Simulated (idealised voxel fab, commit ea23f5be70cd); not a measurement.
process module | voxel released beams
cross-section cut | 200 nm wide | cells 5 nm
A cross-section is a grid of square cells, given in bands from the top down. A band is one or more rows of cells.
Each band's line starts with the height of the band's top and of its bottom, in nm. Then come its materials from left to right, each with its width in nm. One material with "throughout" fills the band from edge to edge. "air" is empty space.
Height 0 is the level under which the wafer as received is all one material. The lowest band goes on downwards, as in "0 down".
A width such as "30 to 40" changes by the same amount from each row of cells to the next, from the band's top row to its bottom row.
"no change" after a step means that no cell of the cross-section changed.
closed voids: empty space of 8 cells or more with no open way to the top, each as width x height at its distance from the left edge, in nm
after a step's settings: what the simulator itself notes on the step
overlay nm, on a step with a mask: how far to the right of its planned place the mask lay; to the left if negative
plan
1 op RECEIVE | material Si
2 op CONFORMAL_DEP | material SiN | thk nm 5
3 op DIRECTIONAL_DEP | material SiO2 | thk nm 20
4 op DIRECTIONAL_DEP | material aC | thk nm 15
5 op PATTERN | tone open | mask id ANCHOR | material resist | width nm 35 | thk nm 30 | overlay nm 0
6 op DIRECTIONAL_ETCH | etch materials aC | depth nm 15
7 op STRIP | etch materials resist
8 op DIRECTIONAL_ETCH | etch materials SiO2 | depth nm 20
9 op STRIP | etch materials aC
10 op CONFORMAL_DEP | material TiN | thk nm 15
11 op PATTERN | tone cover | mask id BEAM | material resist | width nm 80 | thk nm 20 | overlay nm -15
12 op DIRECTIONAL_ETCH | etch materials TiN | depth nm 15
13 op STRIP | etch materials resist
14 op STRIP | etch materials SiO2
varied across the wafers: overlay nm of step 11. The plan shows the first wafer's value. All wafers start alike
first wafer as received, after step 1
  0 down: Si throughout
  closed voids: none
each wafer at the end: cells of each material gained (+) or lost (-) since it was received, then its closed voids
overlay nm -15 | +40 SiN | +72 TiN | closed voids: none
overlay nm -10 | +40 SiN | +72 TiN | closed voids: none
overlay nm -5 | +40 SiN | +72 TiN | closed voids: none
overlay nm 0 | +40 SiN | +72 TiN | closed voids: none
overlay nm 5 | +40 SiN | +72 TiN | closed voids: none
overlay nm 10 | +40 SiN | +72 TiN | closed voids: none
overlay nm 15 | +40 SiN | +72 TiN | closed voids: none
